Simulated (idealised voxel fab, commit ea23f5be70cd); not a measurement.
Process module in this document: voxel double patterning
This is section cut - it's 240 nm across, gridded in 5 nm square cells.
In this document a cross-section is written as a grid of square cells. It is given as a series of bands, listed from the top down, and a band is one or more rows of cells.
What a band's entry tells you: where the top is and where the bottom is, as heights in nm, and after that what lies inside, material by material from left to right, each with its width in nm. Empty space is written as the word "empty", and a single material marked with the word "all across" occupies the band from edge to edge.
Counting heights begins at 0, where everything beneath is, in the wafer as received, one material. The lowest band has no bottom; it goes on downwards, as "0 -> down" shows.
A width such as "30->40" changes by the same amount from each row of cells to the next, from the band's top row to its bottom row.
The cross-section has no changed cell in any step marked "no change occurred".
Enclosed voids (no open way to top), threshold 8 cells or more, entry "Unvented internal voids", notation width x height at distance, distance from left edge, nm.
after a step's settings: what the simulator itself notes on the step
overlay nm: where the mask lay relative to plan, measured to the right, on steps with a mask; negatives go left.
Reading guide: pairs of cross-sections, before and after one process step; after view cut off at lowest changed band; step and settings listed under each pair. Pairs may stem from different runs of this module on the same starting wafer; continuity with the pair above only where the "Before this step" entry states it.
## Before this step
> 0 -> down | Si all across
> Unvented internal voids: none
## Section, Post-Step
> 5 -> 0 | SiO2 all across
> For the remainder of the cross-section, below 0, there is no change.
> Unvented internal voids: none
Between the two cross-sections you see above, the step is op CONFORMAL_DEP | material SiO2 | thk nm 5
Before this step: the cross-section after the pair above
## Section, Post-Step
> 20 -> 5 | polySi all across
> For the remainder of the cross-section, below 5, there is no change.
> Unvented internal voids: none
Between the two cross-sections you see above, the step is op DIRECTIONAL_DEP | material polySi | thk nm 15
Before this step: the cross-section after the pair above
## Section, Post-Step
> 25 -> 20 | SiCN all across
> For the remainder of the cross-section, below 20, there is no change.
> Unvented internal voids: none
Between the two cross-sections you see above, the step is op DIRECTIONAL_DEP | material SiCN | thk nm 5
Before this step: the cross-section after the pair above
## Section, Post-Step
> 25 -> 20 | SiCN 60 nm  empty 15 nm  SiCN 35 nm  empty 15 nm  SiCN 35 nm  empty 15 nm  SiCN 65 nm
> For the remainder of the cross-section, below 20, there is no change.
> Unvented internal voids: none
Between the two cross-sections you see above, the step is op MASKED_ETCH | tone open | mask id FIRST | width nm 15 | pitch nm 50 | etch materials SiCN | depth nm 5 | overlay nm 0
Before this step: the cross-section after the pair above
## Section, Post-Step
> 35 -> 30 | aC 60 nm  empty 15 nm  aC 35 nm  empty 15 nm  aC 35 nm  empty 15 nm  aC 65 nm
> 30 -> 25 | aC all across
> 25 -> 20 | SiCN 60 nm  aC 15 nm  SiCN 35 nm  aC 15 nm  SiCN 35 nm  aC 15 nm  SiCN 65 nm
> For the remainder of the cross-section, below 20, there is no change.
> Unvented internal voids: none
Between the two cross-sections you see above, the step is op DIRECTIONAL_DEP | material aC | thk nm 10
Before this step: the cross-section after the pair above
## Section, Post-Step
> 60 -> 35 | resist 85 nm  empty 15 nm  resist 35 nm  empty 15 nm  resist 90 nm
> 35 -> 30 | aC 60 nm  resist 15 nm  aC 35 nm  resist 15 nm  aC 35 nm  resist 15 nm  aC 65 nm
> For the remainder of the cross-section, below 30, there is no change.
> Unvented internal voids: none
Between the two cross-sections you see above, the step is op PATTERN | tone open | mask id SECOND | material resist | width nm 15 | pitch nm 50 | thk nm 25 | overlay nm 0
Before this step: the cross-section after the pair above
## Section, Post-Step
> 50 -> 35 | resist 85 nm  empty 15 nm  resist 35 nm  empty 15 nm  resist 90 nm
> 35 -> 30 | aC 60 nm  resist 15 nm  aC 10 nm  empty 15 nm  aC 10 nm  resist 15 nm  aC 10 nm  empty 15 nm  aC 10 nm  resist 15 nm  aC 65 nm
> 30 -> 25 | aC 85 nm  empty 15 nm  aC 35 nm  empty 15 nm  aC 90 nm
> For the remainder of the cross-section, below 25, there is no change.
> Unvented internal voids: none
Between the two cross-sections you see above, the step is op DIRECTIONAL_ETCH | etch materials aC | depth nm 10
Before this step: the cross-section after the pair above
## Section, Post-Step
> 35 -> 30 | aC 60 nm  empty 15 nm  aC 10 nm  empty 15 nm  aC 10 nm  empty 15 nm  aC 10 nm  empty 15 nm  aC 10 nm  empty 15 nm  aC 65 nm
> For the remainder of the cross-section, below 30, there is no change.
> Unvented internal voids: none
Between the two cross-sections you see above, the step is op STRIP | etch materials resist
Before this step: the cross-section after the pair above
## Section, Post-Step
> 35 -> 30 | aC 60 nm  empty 15 nm  aC 10 nm  empty 15 nm  aC 10 nm  empty 15 nm  aC 10 nm  empty 15 nm  aC 10 nm  empty 15 nm  aC 65 nm
> 30 -> 25 | aC 85 nm  empty 15 nm  aC 35 nm  empty 15 nm  aC 90 nm
> 25 -> 20 | SiCN 60 nm  aC 15 nm  SiCN 10 nm  empty 15 nm  SiCN 10 nm  aC 15 nm  SiCN 10 nm  empty 15 nm  SiCN 10 nm  aC 15 nm  SiCN 65 nm
> For the remainder of the cross-section, below 20, there is no change.
> Unvented internal voids: none
Between the two cross-sections you see above, the step is op DIRECTIONAL_ETCH | etch materials SiCN | depth nm 5
Before this step: the cross-section after the pair above
## Section, Post-Step
> 25 -> 20 | SiCN 60 nm  empty 15 nm  SiCN 10 nm  empty 15 nm  SiCN 10 nm  empty 15 nm  SiCN 10 nm  empty 15 nm  SiCN 10 nm  empty 15 nm  SiCN 65 nm
> For the remainder of the cross-section, below 20, there is no change.
> Unvented internal voids: none
Between the two cross-sections you see above, the step is op STRIP | etch materials aC
Before this step: the cross-section after the pair above
## Section, Post-Step
> 25 -> 20 | SiCN 60 nm  empty 15 nm  SiCN 10 nm  empty 15 nm  SiCN 10 nm  empty 15 nm  SiCN 10 nm  empty 15 nm  SiCN 10 nm  empty 15 nm  SiCN 65 nm
> 20 -> 5 | polySi 60 nm  empty 15 nm  polySi 10 nm  empty 15 nm  polySi 10 nm  empty 15 nm  polySi 10 nm  empty 15 nm  polySi 10 nm  empty 15 nm  polySi 65 nm
> For the remainder of the cross-section, below 5, there is no change.
> Unvented internal voids: none
Between the two cross-sections you see above, the step is op DIRECTIONAL_ETCH | etch materials polySi | depth nm 15
Before this step: the cross-section after the pair above
## Section, Post-Step
> 20 -> 5 | polySi 60 nm  empty 15 nm  polySi 10 nm  empty 15 nm  polySi 10 nm  empty 15 nm  polySi 10 nm  empty 15 nm  polySi 10 nm  empty 15 nm  polySi 65 nm
> For the remainder of the cross-section, below 5, there is no change.
> Unvented internal voids: none
Between the two cross-sections you see above, the step is op STRIP | etch materials SiCN
## Before this step
> 0 -> down | Si all across
> Unvented internal voids: none
## Section, Post-Step
> 15 -> 0 | polySi all across
> For the remainder of the cross-section, below 0, there is no change.
> Unvented internal voids: none
Between the two cross-sections you see above, the step is op DIRECTIONAL_DEP | material polySi | thk nm 15
Before this step: the cross-section after the pair above
## Section, Post-Step
> 20 -> 15 | SiCN all across
> For the remainder of the cross-section, below 15, there is no change.
> Unvented internal voids: none
Between the two cross-sections you see above, the step is op DIRECTIONAL_DEP | material SiCN | thk nm 5
Before this step: the cross-section after the pair above
## Section, Post-Step
> 20 -> 15 | SiCN 60 nm  empty 15 nm  SiCN 35 nm  empty 15 nm  SiCN 35 nm  empty 15 nm  SiCN 65 nm
> For the remainder of the cross-section, below 15, there is no change.
> Unvented internal voids: none
Between the two cross-sections you see above, the step is op MASKED_ETCH | tone open | mask id FIRST | width nm 15 | pitch nm 50 | etch materials SiCN | depth nm 5 | overlay nm 0
Before this step: the cross-section after the pair above
## Section, Post-Step
> 30 -> 25 | aC 60 nm  empty 15 nm  aC 35 nm  empty 15 nm  aC 35 nm  empty 15 nm  aC 65 nm
> 25 -> 20 | aC all across
> 20 -> 15 | SiCN 60 nm  aC 15 nm  SiCN 35 nm  aC 15 nm  SiCN 35 nm  aC 15 nm  SiCN 65 nm
> For the remainder of the cross-section, below 15, there is no change.
> Unvented internal voids: none
Between the two cross-sections you see above, the step is op DIRECTIONAL_DEP | material aC | thk nm 10
Before this step: the cross-section after the pair above
## Section, Post-Step
> 55 -> 30 | resist 85 nm  empty 15 nm  resist 35 nm  empty 15 nm  resist 90 nm
> 30 -> 25 | aC 60 nm  resist 15 nm  aC 35 nm  resist 15 nm  aC 35 nm  resist 15 nm  aC 65 nm
> For the remainder of the cross-section, below 25, there is no change.
> Unvented internal voids: none
Between the two cross-sections you see above, the step is op PATTERN | tone open | mask id SECOND | material resist | width nm 15 | pitch nm 50 | thk nm 25 | overlay nm 0
Before this step: the cross-section after the pair above
## Section, Post-Step
> 45 -> 30 | resist 85 nm  empty 15 nm  resist 35 nm  empty 15 nm  resist 90 nm
> 30 -> 25 | aC 60 nm  resist 15 nm  aC 10 nm  empty 15 nm  aC 10 nm  resist 15 nm  aC 10 nm  empty 15 nm  aC 10 nm  resist 15 nm  aC 65 nm
> 25 -> 20 | aC 85 nm  empty 15 nm  aC 35 nm  empty 15 nm  aC 90 nm
> For the remainder of the cross-section, below 20, there is no change.
> Unvented internal voids: none
Between the two cross-sections you see above, the step is op DIRECTIONAL_ETCH | etch materials aC | depth nm 10
Before this step: the cross-section after the pair above
## Section, Post-Step
> 30 -> 25 | aC 60 nm  empty 15 nm  aC 10 nm  empty 15 nm  aC 10 nm  empty 15 nm  aC 10 nm  empty 15 nm  aC 10 nm  empty 15 nm  aC 65 nm
> For the remainder of the cross-section, below 25, there is no change.
> Unvented internal voids: none
Between the two cross-sections you see above, the step is op STRIP | etch materials resist
Before this step: the cross-section after the pair above
## Section, Post-Step
> 30 -> 25 | aC 60 nm  empty 15 nm  aC 10 nm  empty 15 nm  aC 10 nm  empty 15 nm  aC 10 nm  empty 15 nm  aC 10 nm  empty 15 nm  aC 65 nm
> 25 -> 20 | aC 85 nm  empty 15 nm  aC 35 nm  empty 15 nm  aC 90 nm
> 20 -> 15 | SiCN 60 nm  aC 15 nm  SiCN 10 nm  empty 15 nm  SiCN 10 nm  aC 15 nm  SiCN 10 nm  empty 15 nm  SiCN 10 nm  aC 15 nm  SiCN 65 nm
> For the remainder of the cross-section, below 15, there is no change.
> Unvented internal voids: none
Between the two cross-sections you see above, the step is op DIRECTIONAL_ETCH | etch materials SiCN | depth nm 5
Before this step: the cross-section after the pair above
## Section, Post-Step
> 20 -> 15 | SiCN 60 nm  empty 15 nm  SiCN 10 nm  empty 15 nm  SiCN 10 nm  empty 15 nm  SiCN 10 nm  empty 15 nm  SiCN 10 nm  empty 15 nm  SiCN 65 nm
> For the remainder of the cross-section, below 15, there is no change.
> Unvented internal voids: none
Between the two cross-sections you see above, the step is op STRIP | etch materials aC
Before this step: the cross-section after the pair above
## Section, Post-Step
> 20 -> 15 | SiCN 60 nm  empty 15 nm  SiCN 10 nm  empty 15 nm  SiCN 10 nm  empty 15 nm  SiCN 10 nm  empty 15 nm  SiCN 10 nm  empty 15 nm  SiCN 65 nm
> 15 -> 0 | polySi 60 nm  empty 15 nm  polySi 10 nm  empty 15 nm  polySi 10 nm  empty 15 nm  polySi 10 nm  empty 15 nm  polySi 10 nm  empty 15 nm  polySi 65 nm
> For the remainder of the cross-section, below 0, there is no change.
> Unvented internal voids: none
Between the two cross-sections you see above, the step is op DIRECTIONAL_ETCH | etch materials polySi | depth nm 15
Before this step: the cross-section after the pair above
## Section, Post-Step
> 15 -> 0 | polySi 60 nm  empty 15 nm  polySi 10 nm  empty 15 nm  polySi 10 nm  empty 15 nm  polySi 10 nm  empty 15 nm  polySi 10 nm  empty 15 nm  polySi 65 nm
> For the remainder of the cross-section, below 0, there is no change.
> Unvented internal voids: none
Between the two cross-sections you see above, the step is op STRIP | etch materials SiCN
## Before this step
> 20 -> 5 | polySi all across
> 5 -> 0 | SiO2 all across
> 0 -> down | Si all across
> Unvented internal voids: none
## Section, Post-Step
> 35 -> 5 | polySi all across
> For the remainder of the cross-section, below 5, there is no change.
> Unvented internal voids: none
Between the two cross-sections you see above, the step is op DIRECTIONAL_DEP | material polySi | thk nm 15
Before this step: the cross-section after the pair above
## Section, Post-Step
> 40 -> 35 | SiCN all across
> For the remainder of the cross-section, below 35, there is no change.
> Unvented internal voids: none
Between the two cross-sections you see above, the step is op DIRECTIONAL_DEP | material SiCN | thk nm 5
Before this step: the cross-section after the pair above
## Section, Post-Step
> 40 -> 35 | SiCN 60 nm  empty 15 nm  SiCN 35 nm  empty 15 nm  SiCN 35 nm  empty 15 nm  SiCN 65 nm
> For the remainder of the cross-section, below 35, there is no change.
> Unvented internal voids: none
Between the two cross-sections you see above, the step is op MASKED_ETCH | tone open | mask id FIRST | width nm 15 | pitch nm 50 | etch materials SiCN | depth nm 5 | overlay nm 0
Before this step: the cross-section after the pair above
## Section, Post-Step
> 50 -> 45 | aC 60 nm  empty 15 nm  aC 35 nm  empty 15 nm  aC 35 nm  empty 15 nm  aC 65 nm
> 45 -> 40 | aC all across
> 40 -> 35 | SiCN 60 nm  aC 15 nm  SiCN 35 nm  aC 15 nm  SiCN 35 nm  aC 15 nm  SiCN 65 nm
> For the remainder of the cross-section, below 35, there is no change.
> Unvented internal voids: none
Between the two cross-sections you see above, the step is op DIRECTIONAL_DEP | material aC | thk nm 10
Before this step: the cross-section after the pair above
## Section, Post-Step
> 75 -> 50 | resist 85 nm  empty 15 nm  resist 35 nm  empty 15 nm  resist 90 nm
> 50 -> 45 | aC 60 nm  resist 15 nm  aC 35 nm  resist 15 nm  aC 35 nm  resist 15 nm  aC 65 nm
> For the remainder of the cross-section, below 45, there is no change.
> Unvented internal voids: none
Between the two cross-sections you see above, the step is op PATTERN | tone open | mask id SECOND | material resist | width nm 15 | pitch nm 50 | thk nm 25 | overlay nm 0
Before this step: the cross-section after the pair above
## Section, Post-Step
> 65 -> 50 | resist 85 nm  empty 15 nm  resist 35 nm  empty 15 nm  resist 90 nm
> 50 -> 45 | aC 60 nm  resist 15 nm  aC 10 nm  empty 15 nm  aC 10 nm  resist 15 nm  aC 10 nm  empty 15 nm  aC 10 nm  resist 15 nm  aC 65 nm
> 45 -> 40 | aC 85 nm  empty 15 nm  aC 35 nm  empty 15 nm  aC 90 nm
> For the remainder of the cross-section, below 40, there is no change.
> Unvented internal voids: none
Between the two cross-sections you see above, the step is op DIRECTIONAL_ETCH | etch materials aC | depth nm 10
Before this step: the cross-section after the pair above
## Section, Post-Step
> 50 -> 45 | aC 60 nm  empty 15 nm  aC 10 nm  empty 15 nm  aC 10 nm  empty 15 nm  aC 10 nm  empty 15 nm  aC 10 nm  empty 15 nm  aC 65 nm
> For the remainder of the cross-section, below 45, there is no change.
> Unvented internal voids: none
Between the two cross-sections you see above, the step is op STRIP | etch materials resist
Before this step: the cross-section after the pair above
## Section, Post-Step
> 50 -> 45 | aC 60 nm  empty 15 nm  aC 10 nm  empty 15 nm  aC 10 nm  empty 15 nm  aC 10 nm  empty 15 nm  aC 10 nm  empty 15 nm  aC 65 nm
> 45 -> 40 | aC 85 nm  empty 15 nm  aC 35 nm  empty 15 nm  aC 90 nm
> 40 -> 35 | SiCN 60 nm  aC 15 nm  SiCN 10 nm  empty 15 nm  SiCN 10 nm  aC 15 nm  SiCN 10 nm  empty 15 nm  SiCN 10 nm  aC 15 nm  SiCN 65 nm
> For the remainder of the cross-section, below 35, there is no change.
> Unvented internal voids: none
Between the two cross-sections you see above, the step is op DIRECTIONAL_ETCH | etch materials SiCN | depth nm 5
Before this step: the cross-section after the pair above
## Section, Post-Step
> 40 -> 35 | SiCN 60 nm  empty 15 nm  SiCN 10 nm  empty 15 nm  SiCN 10 nm  empty 15 nm  SiCN 10 nm  empty 15 nm  SiCN 10 nm  empty 15 nm  SiCN 65 nm
> For the remainder of the cross-section, below 35, there is no change.
> Unvented internal voids: none
Between the two cross-sections you see above, the step is op STRIP | etch materials aC
Before this step: the cross-section after the pair above
## Section, Post-Step
> 40 -> 35 | SiCN 60 nm  empty 15 nm  SiCN 10 nm  empty 15 nm  SiCN 10 nm  empty 15 nm  SiCN 10 nm  empty 15 nm  SiCN 10 nm  empty 15 nm  SiCN 65 nm
> 35 -> 20 | polySi 60 nm  empty 15 nm  polySi 10 nm  empty 15 nm  polySi 10 nm  empty 15 nm  polySi 10 nm  empty 15 nm  polySi 10 nm  empty 15 nm  polySi 65 nm
> For the remainder of the cross-section, below 20, there is no change.
> Unvented internal voids: none
Between the two cross-sections you see above, the step is op DIRECTIONAL_ETCH | etch materials polySi | depth nm 15
Before this step: the cross-section after the pair above
## Section, Post-Step
> 35 -> 20 | polySi 60 nm  empty 15 nm  polySi 10 nm  empty 15 nm  polySi 10 nm  empty 15 nm  polySi 10 nm  empty 15 nm  polySi 10 nm  empty 15 nm  polySi 65 nm
> For the remainder of the cross-section, below 20, there is no change.
> Unvented internal voids: none
Between the two cross-sections you see above, the step is op STRIP | etch materials SiCN
## Before this step
> 15 -> 0 | polySi all across
> 0 -> down | Si all across
> Unvented internal voids: none
## Section, Post-Step
> 20 -> 15 | SiO2 all across
> For the remainder of the cross-section, below 15, there is no change.
> Unvented internal voids: none
Between the two cross-sections you see above, the step is op CONFORMAL_DEP | material SiO2 | thk nm 5
Before this step: the cross-section after the pair above
## Section, Post-Step
> 25 -> 20 | SiCN all across
> For the remainder of the cross-section, below 20, there is no change.
> Unvented internal voids: none
Between the two cross-sections you see above, the step is op DIRECTIONAL_DEP | material SiCN | thk nm 5
Before this step: the cross-section after the pair above
## Section, Post-Step
> 25 -> 20 | SiCN 60 nm  empty 15 nm  SiCN 35 nm  empty 15 nm  SiCN 35 nm  empty 15 nm  SiCN 65 nm
> For the remainder of the cross-section, below 20, there is no change.
> Unvented internal voids: none
Between the two cross-sections you see above, the step is op MASKED_ETCH | tone open | mask id FIRST | width nm 15 | pitch nm 50 | etch materials SiCN | depth nm 5 | overlay nm 0
Before this step: the cross-section after the pair above
## Section, Post-Step
> 35 -> 30 | aC 60 nm  empty 15 nm  aC 35 nm  empty 15 nm  aC 35 nm  empty 15 nm  aC 65 nm
> 30 -> 25 | aC all across
> 25 -> 20 | SiCN 60 nm  aC 15 nm  SiCN 35 nm  aC 15 nm  SiCN 35 nm  aC 15 nm  SiCN 65 nm
> For the remainder of the cross-section, below 20, there is no change.
> Unvented internal voids: none
Between the two cross-sections you see above, the step is op DIRECTIONAL_DEP | material aC | thk nm 10
Before this step: the cross-section after the pair above
## Section, Post-Step
> 60 -> 35 | resist 85 nm  empty 15 nm  resist 35 nm  empty 15 nm  resist 90 nm
> 35 -> 30 | aC 60 nm  resist 15 nm  aC 35 nm  resist 15 nm  aC 35 nm  resist 15 nm  aC 65 nm
> For the remainder of the cross-section, below 30, there is no change.
> Unvented internal voids: none
Between the two cross-sections you see above, the step is op PATTERN | tone open | mask id SECOND | material resist | width nm 15 | pitch nm 50 | thk nm 25 | overlay nm 0
Before this step: the cross-section after the pair above
## Section, Post-Step
> 50 -> 35 | resist 85 nm  empty 15 nm  resist 35 nm  empty 15 nm  resist 90 nm
> 35 -> 30 | aC 60 nm  resist 15 nm  aC 10 nm  empty 15 nm  aC 10 nm  resist 15 nm  aC 10 nm  empty 15 nm  aC 10 nm  resist 15 nm  aC 65 nm
> 30 -> 25 | aC 85 nm  empty 15 nm  aC 35 nm  empty 15 nm  aC 90 nm
> For the remainder of the cross-section, below 25, there is no change.
> Unvented internal voids: none
Between the two cross-sections you see above, the step is op DIRECTIONAL_ETCH | etch materials aC | depth nm 10
Before this step: the cross-section after the pair above
## Section, Post-Step
> 35 -> 30 | aC 60 nm  empty 15 nm  aC 10 nm  empty 15 nm  aC 10 nm  empty 15 nm  aC 10 nm  empty 15 nm  aC 10 nm  empty 15 nm  aC 65 nm
> For the remainder of the cross-section, below 30, there is no change.
> Unvented internal voids: none
Between the two cross-sections you see above, the step is op STRIP | etch materials resist
Before this step: the cross-section after the pair above
## Section, Post-Step
> 35 -> 30 | aC 60 nm  empty 15 nm  aC 10 nm  empty 15 nm  aC 10 nm  empty 15 nm  aC 10 nm  empty 15 nm  aC 10 nm  empty 15 nm  aC 65 nm
> 30 -> 25 | aC 85 nm  empty 15 nm  aC 35 nm  empty 15 nm  aC 90 nm
> 25 -> 20 | SiCN 60 nm  aC 15 nm  SiCN 10 nm  empty 15 nm  SiCN 10 nm  aC 15 nm  SiCN 10 nm  empty 15 nm  SiCN 10 nm  aC 15 nm  SiCN 65 nm
> For the remainder of the cross-section, below 20, there is no change.
> Unvented internal voids: none
Between the two cross-sections you see above, the step is op DIRECTIONAL_ETCH | etch materials SiCN | depth nm 5
Before this step: the cross-section after the pair above
## Section, Post-Step
> 25 -> 20 | SiCN 60 nm  empty 15 nm  SiCN 10 nm  empty 15 nm  SiCN 10 nm  empty 15 nm  SiCN 10 nm  empty 15 nm  SiCN 10 nm  empty 15 nm  SiCN 65 nm
> For the remainder of the cross-section, below 20, there is no change.
> Unvented internal voids: none
Between the two cross-sections you see above, the step is op STRIP | etch materials aC
Before this step: the cross-section after the pair above
## Section, Post-Step
> 20 -> 15 | SiO2 all across
> For the remainder of the cross-section, below 15, there is no change.
> Unvented internal voids: none
Between the two cross-sections you see above, the step is op STRIP | etch materials SiCN
## Before this step
> 5 -> 0 | SiO2 all across
> 0 -> down | Si all across
> Unvented internal voids: none
## Section, Post-Step
> 15 -> 5 | polySi all across
> For the remainder of the cross-section, below 5, there is no change.
> Unvented internal voids: none
Between the two cross-sections you see above, the step is op DIRECTIONAL_DEP | material polySi | thk nm 10
Before this step: the cross-section after the pair above
## Section, Post-Step
> 20 -> 15 | SiCN all across
> For the remainder of the cross-section, below 15, there is no change.
> Unvented internal voids: none
Between the two cross-sections you see above, the step is op DIRECTIONAL_DEP | material SiCN | thk nm 5
Before this step: the cross-section after the pair above
## Section, Post-Step
> 20 -> 15 | SiCN 60 nm  empty 15 nm  SiCN 35 nm  empty 15 nm  SiCN 35 nm  empty 15 nm  SiCN 65 nm
> For the remainder of the cross-section, below 15, there is no change.
> Unvented internal voids: none
Between the two cross-sections you see above, the step is op MASKED_ETCH | tone open | mask id FIRST | width nm 15 | pitch nm 50 | etch materials SiCN | depth nm 5 | overlay nm 0
Before this step: the cross-section after the pair above
## Section, Post-Step
> 30 -> 25 | aC 60 nm  empty 15 nm  aC 35 nm  empty 15 nm  aC 35 nm  empty 15 nm  aC 65 nm
> 25 -> 20 | aC all across
> 20 -> 15 | SiCN 60 nm  aC 15 nm  SiCN 35 nm  aC 15 nm  SiCN 35 nm  aC 15 nm  SiCN 65 nm
> For the remainder of the cross-section, below 15, there is no change.
> Unvented internal voids: none
Between the two cross-sections you see above, the step is op DIRECTIONAL_DEP | material aC | thk nm 10
Before this step: the cross-section after the pair above
## Section, Post-Step
> 55 -> 30 | resist 85 nm  empty 15 nm  resist 35 nm  empty 15 nm  resist 90 nm
> 30 -> 25 | aC 60 nm  resist 15 nm  aC 35 nm  resist 15 nm  aC 35 nm  resist 15 nm  aC 65 nm
> For the remainder of the cross-section, below 25, there is no change.
> Unvented internal voids: none
Between the two cross-sections you see above, the step is op PATTERN | tone open | mask id SECOND | material resist | width nm 15 | pitch nm 50 | thk nm 25 | overlay nm 0
Before this step: the cross-section after the pair above
## Section, Post-Step
> 45 -> 30 | resist 85 nm  empty 15 nm  resist 35 nm  empty 15 nm  resist 90 nm
> 30 -> 25 | aC 60 nm  resist 15 nm  aC 10 nm  empty 15 nm  aC 10 nm  resist 15 nm  aC 10 nm  empty 15 nm  aC 10 nm  resist 15 nm  aC 65 nm
> 25 -> 20 | aC 85 nm  empty 15 nm  aC 35 nm  empty 15 nm  aC 90 nm
> For the remainder of the cross-section, below 20, there is no change.
> Unvented internal voids: none
Between the two cross-sections you see above, the step is op DIRECTIONAL_ETCH | etch materials aC | depth nm 10
Before this step: the cross-section after the pair above
## Section, Post-Step
> 30 -> 25 | aC 60 nm  empty 15 nm  aC 10 nm  empty 15 nm  aC 10 nm  empty 15 nm  aC 10 nm  empty 15 nm  aC 10 nm  empty 15 nm  aC 65 nm
> For the remainder of the cross-section, below 25, there is no change.
> Unvented internal voids: none
Between the two cross-sections you see above, the step is op STRIP | etch materials resist
Before this step: the cross-section after the pair above
## Section, Post-Step
> 30 -> 25 | aC 60 nm  empty 15 nm  aC 10 nm  empty 15 nm  aC 10 nm  empty 15 nm  aC 10 nm  empty 15 nm  aC 10 nm  empty 15 nm  aC 65 nm
> 25 -> 20 | aC 85 nm  empty 15 nm  aC 35 nm  empty 15 nm  aC 90 nm
> 20 -> 15 | SiCN 60 nm  aC 15 nm  SiCN 10 nm  empty 15 nm  SiCN 10 nm  aC 15 nm  SiCN 10 nm  empty 15 nm  SiCN 10 nm  aC 15 nm  SiCN 65 nm
> For the remainder of the cross-section, below 15, there is no change.
> Unvented internal voids: none
Between the two cross-sections you see above, the step is op DIRECTIONAL_ETCH | etch materials SiCN | depth nm 5
Before this step: the cross-section after the pair above
## Section, Post-Step
> 20 -> 15 | SiCN 60 nm  empty 15 nm  SiCN 10 nm  empty 15 nm  SiCN 10 nm  empty 15 nm  SiCN 10 nm  empty 15 nm  SiCN 10 nm  empty 15 nm  SiCN 65 nm
> For the remainder of the cross-section, below 15, there is no change.
> Unvented internal voids: none
Between the two cross-sections you see above, the step is op STRIP | etch materials aC
Before this step: the cross-section after the pair above
## Section, Post-Step
> 20 -> 15 | SiCN 60 nm  empty 15 nm  SiCN 10 nm  empty 15 nm  SiCN 10 nm  empty 15 nm  SiCN 10 nm  empty 15 nm  SiCN 10 nm  empty 15 nm  SiCN 65 nm
> 15 -> 5 | polySi 60 nm  empty 15 nm  polySi 10 nm  empty 15 nm  polySi 10 nm  empty 15 nm  polySi 10 nm  empty 15 nm  polySi 10 nm  empty 15 nm  polySi 65 nm
> For the remainder of the cross-section, below 5, there is no change.
> Unvented internal voids: none
Between the two cross-sections you see above, the step is op DIRECTIONAL_ETCH | etch materials polySi | depth nm 15
Before this step: the cross-section after the pair above
## Section, Post-Step
> 15 -> 5 | polySi 60 nm  empty 15 nm  polySi 10 nm  empty 15 nm  polySi 10 nm  empty 15 nm  polySi 10 nm  empty 15 nm  polySi 10 nm  empty 15 nm  polySi 65 nm
> For the remainder of the cross-section, below 5, there is no change.
> Unvented internal voids: none
Between the two cross-sections you see above, the step is op STRIP | etch materials SiCN
## Before this step
> 25 -> 20 | SiCN all across
> 20 -> 5 | polySi all across
> 5 -> 0 | SiO2 all across
> 0 -> down | Si all across
> Unvented internal voids: none
## Section, Post-Step
> 25 -> 20 | SiCN 55 nm  empty 25 nm  SiCN 25 nm  empty 25 nm  SiCN 25 nm  empty 25 nm  SiCN 60 nm
> For the remainder of the cross-section, below 20, there is no change.
> Unvented internal voids: none
Between the two cross-sections you see above, the step is op MASKED_ETCH | tone open | mask id FIRST | width nm 25 | pitch nm 50 | etch materials SiCN | depth nm 5 | overlay nm 0
Before this step: the cross-section after the pair above
## Section, Post-Step
> 35 -> 30 | aC 55 nm  empty 25 nm  aC 25 nm  empty 25 nm  aC 25 nm  empty 25 nm  aC 60 nm
> 30 -> 25 | aC all across
> 25 -> 20 | SiCN 55 nm  aC 25 nm  SiCN 25 nm  aC 25 nm  SiCN 25 nm  aC 25 nm  SiCN 60 nm
> For the remainder of the cross-section, below 20, there is no change.
> Unvented internal voids: none
Between the two cross-sections you see above, the step is op DIRECTIONAL_DEP | material aC | thk nm 10
Before this step: the cross-section after the pair above
## Section, Post-Step
> 60 -> 35 | resist 85 nm  empty 15 nm  resist 35 nm  empty 15 nm  resist 90 nm
> 35 -> 30 | aC 55 nm  resist 25 nm  aC 25 nm  resist 25 nm  aC 25 nm  resist 25 nm  aC 60 nm
> For the remainder of the cross-section, below 30, there is no change.
> Unvented internal voids: none
Between the two cross-sections you see above, the step is op PATTERN | tone open | mask id SECOND | material resist | width nm 15 | pitch nm 50 | thk nm 25 | overlay nm 0
Before this step: the cross-section after the pair above
## Section, Post-Step
> 50 -> 35 | resist 85 nm  empty 15 nm  resist 35 nm  empty 15 nm  resist 90 nm
> 35 -> 30 | aC 55 nm  resist 25 nm  aC 5 nm  empty 15 nm  aC 5 nm  resist 25 nm  aC 5 nm  empty 15 nm  aC 5 nm  resist 25 nm  aC 60 nm
> 30 -> 25 | aC 85 nm  empty 15 nm  aC 35 nm  empty 15 nm  aC 90 nm
> For the remainder of the cross-section, below 25, there is no change.
> Unvented internal voids: none
Between the two cross-sections you see above, the step is op DIRECTIONAL_ETCH | etch materials aC | depth nm 10
Before this step: the cross-section after the pair above
## Section, Post-Step
> 35 -> 30 | aC 55 nm  empty 25 nm  aC 5 nm  empty 15 nm  aC 5 nm  empty 25 nm  aC 5 nm  empty 15 nm  aC 5 nm  empty 25 nm  aC 60 nm
> For the remainder of the cross-section, below 30, there is no change.
> Unvented internal voids: none
Between the two cross-sections you see above, the step is op STRIP | etch materials resist
Before this step: the cross-section after the pair above
## Section, Post-Step
> 35 -> 30 | aC 55 nm  empty 25 nm  aC 5 nm  empty 15 nm  aC 5 nm  empty 25 nm  aC 5 nm  empty 15 nm  aC 5 nm  empty 25 nm  aC 60 nm
> 30 -> 25 | aC 85 nm  empty 15 nm  aC 35 nm  empty 15 nm  aC 90 nm
> 25 -> 20 | SiCN 55 nm  aC 25 nm  SiCN 5 nm  empty 15 nm  SiCN 5 nm  aC 25 nm  SiCN 5 nm  empty 15 nm  SiCN 5 nm  aC 25 nm  SiCN 60 nm
> For the remainder of the cross-section, below 20, there is no change.
> Unvented internal voids: none
Between the two cross-sections you see above, the step is op DIRECTIONAL_ETCH | etch materials SiCN | depth nm 5
Before this step: the cross-section after the pair above
## Section, Post-Step
> 25 -> 20 | SiCN 55 nm  empty 25 nm  SiCN 5 nm  empty 15 nm  SiCN 5 nm  empty 25 nm  SiCN 5 nm  empty 15 nm  SiCN 5 nm  empty 25 nm  SiCN 60 nm
> For the remainder of the cross-section, below 20, there is no change.
> Unvented internal voids: none
Between the two cross-sections you see above, the step is op STRIP | etch materials aC
Before this step: the cross-section after the pair above
## Section, Post-Step
> 25 -> 20 | SiCN 55 nm  empty 25 nm  SiCN 5 nm  empty 15 nm  SiCN 5 nm  empty 25 nm  SiCN 5 nm  empty 15 nm  SiCN 5 nm  empty 25 nm  SiCN 60 nm
> 20 -> 5 | polySi 55 nm  empty 25 nm  polySi 5 nm  empty 15 nm  polySi 5 nm  empty 25 nm  polySi 5 nm  empty 15 nm  polySi 5 nm  empty 25 nm  polySi 60 nm
> For the remainder of the cross-section, below 5, there is no change.
> Unvented internal voids: none
Between the two cross-sections you see above, the step is op DIRECTIONAL_ETCH | etch materials polySi | depth nm 15
